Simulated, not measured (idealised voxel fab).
The following process module bears the name voxel air gaps.
Square cell edge 5 nm, section width 220 nm, ID cut.
Format of a cross-section: grid, square cells. Given as bands. Order: top down. Band: one or more rows of cells.
Per band: top height and bottom height in nm, followed by the left-to-right materials and their widths in nm; "edge to edge" marks a single material spanning edge to edge, "blank" marks empty space.
Height 0 is the level under which the wafer as received is all one material. The lowest band goes on downwards, as in "0 and below".
Width: "30->40" (first number = top row, second number = bottom row, same change from row to row of cells).
"no modifications", as given for a step, is the statement that not any cell of the cross-section underwent a change during that step.
Empty spaces counting at least 8 cells and having no open way to the top are listed in "Voids, enclosed". The notation width x height at distance is used for each, the distance being from the left edge and all three values in nm.
Whatever follows a step's settings on its line is a remark the simulator itself makes about that step.
A step's line can hold "overlay nm"; with a mask on that step, the setting says how far right of the planned place the mask lay, while a negative setting says it lay to the left.
-- Process steps foreseen in the plan
step 1: RECEIVE | material Si
step 2: CONFORMAL_DEP | material SiO2 | thk nm 15
step 3: CONFORMAL_DEP | material SiCN | thk nm 5
step 4: DIRECTIONAL_DEP | material SiO2 | thk nm 30
step 5: DIRECTIONAL_DEP | material aC | thk nm 10
step 6: PATTERN | tone open | mask id LINES | material resist | width nm 20 | pitch nm 45 | thk nm 30 | overlay nm 0
step 7: DIRECTIONAL_ETCH | etch materials aC | depth nm 10
step 8: STRIP | etch materials resist
step 9: DIRECTIONAL_ETCH | etch materials SiO2 | depth nm 30
step 10: STRIP | etch materials aC
step 11: CONFORMAL_DEP | material TiN | thk nm 5
step 12: FILL_DEP | material W | thk nm 10
step 13: CMP | height nm 50
step 14: EPI | material Ru | thk nm 10
step 15: SELECTIVE_ETCH | etch materials SiO2 | depth nm 40
step 16: CONFORMAL_DEP | material SiCN | thk nm 5
-- Wafer as received: cross-section following step 1
- 0 and below: Si edge to edge
- Voids, enclosed: none
-- Run as planned - first of the two wafers cross-sectioned at the end of the module
- 65 down to 60: blank 15  SiCN 185  blank 20
- 60 down to 50: blank 15  SiCN 5  Ru 40  SiCN 5  Ru 40  SiCN 5  Ru 40  SiCN 5  Ru 40  SiCN 5  blank 20
- 50 down to 45: blank 15  SiCN 15  TiN 5  W 10  TiN 5  SiCN 25  TiN 5  W 10  TiN 5  SiCN 25  TiN 5  W 10  TiN 5  SiCN 25  TiN 5  W 10  TiN 5  SiCN 15  blank 20
- 45 down to 25: blank 25  SiCN 5  TiN 5  W 10  TiN 5  SiCN 5  blank 15  SiCN 5  TiN 5  W 10  TiN 5  SiCN 5  blank 15  SiCN 5  TiN 5  W 10  TiN 5  SiCN 5  blank 15  SiCN 5  TiN 5  W 10  TiN 5  SiCN 5  blank 30
- 25 down to 20: SiCN 30  TiN 20  SiCN 25  TiN 20  SiCN 25  TiN 20  SiCN 25  TiN 20  SiCN 35
- 20 down to 15: SiCN edge to edge
- 15 down to 0: SiO2 edge to edge
- 0 and below: Si edge to edge
- Voids, enclosed: 15 x 20 at 55; 15 x 20 at 100; 15 x 20 at 145
-- Cross-section at end of module for the second wafer of two, which matched the first in starting point and plan and differed by one mistake in its processing
- 65 down to 60: SiCN edge to edge
- 60 down to 50: Ru edge to edge
- 50 down to 25: W 25  TiN 5  SiO2 20  TiN 5  W 15  TiN 5  SiO2 20  TiN 5  W 15  TiN 5  SiO2 20  TiN 5  W 15  TiN 5  SiO2 20  TiN 5  W 30
- 25 down to 20: TiN 30  SiO2 20  TiN 25  SiO2 20  TiN 25  SiO2 20  TiN 25  SiO2 20  TiN 35
- 20 down to 15: SiCN edge to edge
- 15 down to 0: SiO2 edge to edge
- 0 and below: Si edge to edge
- Voids, enclosed: none
Diagnosis: step 6, actual vs plan mismatch, actual run PATTERN | tone cover | mask id LINES | material resist | width nm 20 | pitch nm 45 | thk nm 30 | overlay nm 0
Final comparison by cell count, materials where the second wafer has more or fewer than the first: +24 Ru | -84 SiCN | +96 SiO2 | +12 TiN | +60 W
The second wafer ends with 0 closed voids, and the first wafer ends with 3.
